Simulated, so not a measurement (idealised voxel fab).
The name of this process module is voxel lift off.
The figure presents cross-section cut, which has a width of 250 nm and is divided into square cells with an edge length of 5 nm.
How to read a cross-section here: the picture is a grid of square cells, written as bands going from the top down, and any band can span one or more rows of cells. Basically the band line says how high the top is and how high the bottom is, in nm, and then what's in it from left to right, every material with its width in nm. Empty space shows up as "empty", and if a single material carries "everywhere" it runs the full band edge to edge. Heights are reckoned from 0. Under this level, the received wafer is all of one material. The bottommost band is open-ended downward, for example "0 and below". It should be noted that a width expressed as "30 to 40" varies in equal increments from row to row of cells within the band, taking the value of the first number at the top row and that of the second number at the bottom row. Given "same as before" for a step, no cell of the cross-section differs between before and after that step. Basically, "Enclosed internal voids" tells you about the enclosed voids: empty spaces with no open way to the top, 8 cells or bigger, each written width x height at distance, where distance is from the left edge, all in nm. Text after the settings on a step's line: the simulator's own remark on that step. overlay nm, on a step with a mask: how far to the right of its planned place the mask lay; to the left if negative.
The process steps that were planned are listed below:
| 1 | RECEIVE | material Si |
| 2 | CONFORMAL_DEP | material SiN | thk nm 15 |
| 3 | PATTERN | tone open | mask id LINES | material resist | width nm 30 | pitch nm 50 | thk nm 25 | overlay nm 0 |
| 4 | DIRECTIONAL_DEP | material Ru | thk nm 15 |
| 5 | STRIP | etch materials resist |
| 6 | CONFORMAL_DEP | material SiCN | thk nm 10 |
Account of the first of two wafers, which was processed as intended:
Cross-section: wafer on arrival = after step 1:
  0 and below | Si everywhere
  Enclosed internal voids: none
So this is the wafer cross-section right after step 2:
  15 down to 0 | SiN everywhere
  Beneath the level 0, the cross-section is identical to its previous state.
So this is the wafer cross-section right after step 3:
  40 down to 15 | resist=35  empty=30  resist=20  empty=30  resist=20  empty=30  resist=20  empty=30  resist=35
  Beneath the level 15, the cross-section is identical to its previous state.
So this is the wafer cross-section right after step 4:
  55 down to 40 | Ru=35  empty=30  Ru=20  empty=30  Ru=20  empty=30  Ru=20  empty=30  Ru=35
  40 down to 30 | resist=35  empty=30  resist=20  empty=30  resist=20  empty=30  resist=20  empty=30  resist=35
  30 down to 15 | resist=35  Ru=30  resist=20  Ru=30  resist=20  Ru=30  resist=20  Ru=30  resist=35
  Beneath the level 15, the cross-section is identical to its previous state.
So this is the wafer cross-section right after step 5:
  30 down to 15 | empty=35  Ru=30  empty=20  Ru=30  empty=20  Ru=30  empty=20  Ru=30  empty=35
  Beneath the level 15, the cross-section is identical to its previous state.
So this is the wafer cross-section right after step 6:
  40 down to 30 | empty=25  SiCN=200  empty=25
  30 down to 25 | empty=25  SiCN=10  Ru=30  SiCN=20  Ru=30  SiCN=20  Ru=30  SiCN=20  Ru=30  SiCN=10  empty=25
  25 down to 15 | SiCN=35  Ru=30  SiCN=20  Ru=30  SiCN=20  Ru=30  SiCN=20  Ru=30  SiCN=35
  Beneath the level 15, the cross-section is identical to its previous state.
Wafer two of the pair: same origin, same plan, one error during the run; identical to wafer one up to and including step 2:
Second wafer cross-section, taken as of the time the plan sets for step 3 to be done:
  40 down to 15 | empty=35  resist=30  empty=20  resist=30  empty=20  resist=30  empty=20  resist=30  empty=35
  Beneath the level 15, the cross-section is identical to its previous state.
Second wafer cross-section, taken as of the time the plan sets for step 4 to be done:
  55 down to 40 | empty=35  Ru=30  empty=20  Ru=30  empty=20  Ru=30  empty=20  Ru=30  empty=35
  40 down to 30 | empty=35  resist=30  empty=20  resist=30  empty=20  resist=30  empty=20  resist=30  empty=35
  30 down to 15 | Ru=35  resist=30  Ru=20  resist=30  Ru=20  resist=30  Ru=20  resist=30  Ru=35
  Beneath the level 15, the cross-section is identical to its previous state.
Second wafer cross-section, taken as of the time the plan sets for step 5 to be done:
  30 down to 15 | Ru=35  empty=30  Ru=20  empty=30  Ru=20  empty=30  Ru=20  empty=30  Ru=35
  Beneath the level 15, the cross-section is identical to its previous state.
Second wafer cross-section, taken as of the time the plan sets for step 6 to be done:
  40 down to 30 | SiCN=45  empty=10  SiCN=40  empty=10  SiCN=40  empty=10  SiCN=40  empty=10  SiCN=45
  30 down to 25 | Ru=35  SiCN=10  empty=10  SiCN=10  Ru=20  SiCN=10  empty=10  SiCN=10  Ru=20  SiCN=10  empty=10  SiCN=10  Ru=20  SiCN=10  empty=10  SiCN=10  Ru=35
  25 down to 15 | Ru=35  SiCN=30  Ru=20  SiCN=30  Ru=20  SiCN=30  Ru=20  SiCN=30  Ru=35
  Beneath the level 15, the cross-section is identical to its previous state.
Deviation from plan: not per plan at step 3, really ran PATTERN | tone cover | mask id LINES | material resist | width nm 30 | pitch nm 50 | thk nm 25 | overlay nm 0
Wrapping up, a cell-based count of both wafers puts the second over or under the first for these materials: +6 Ru
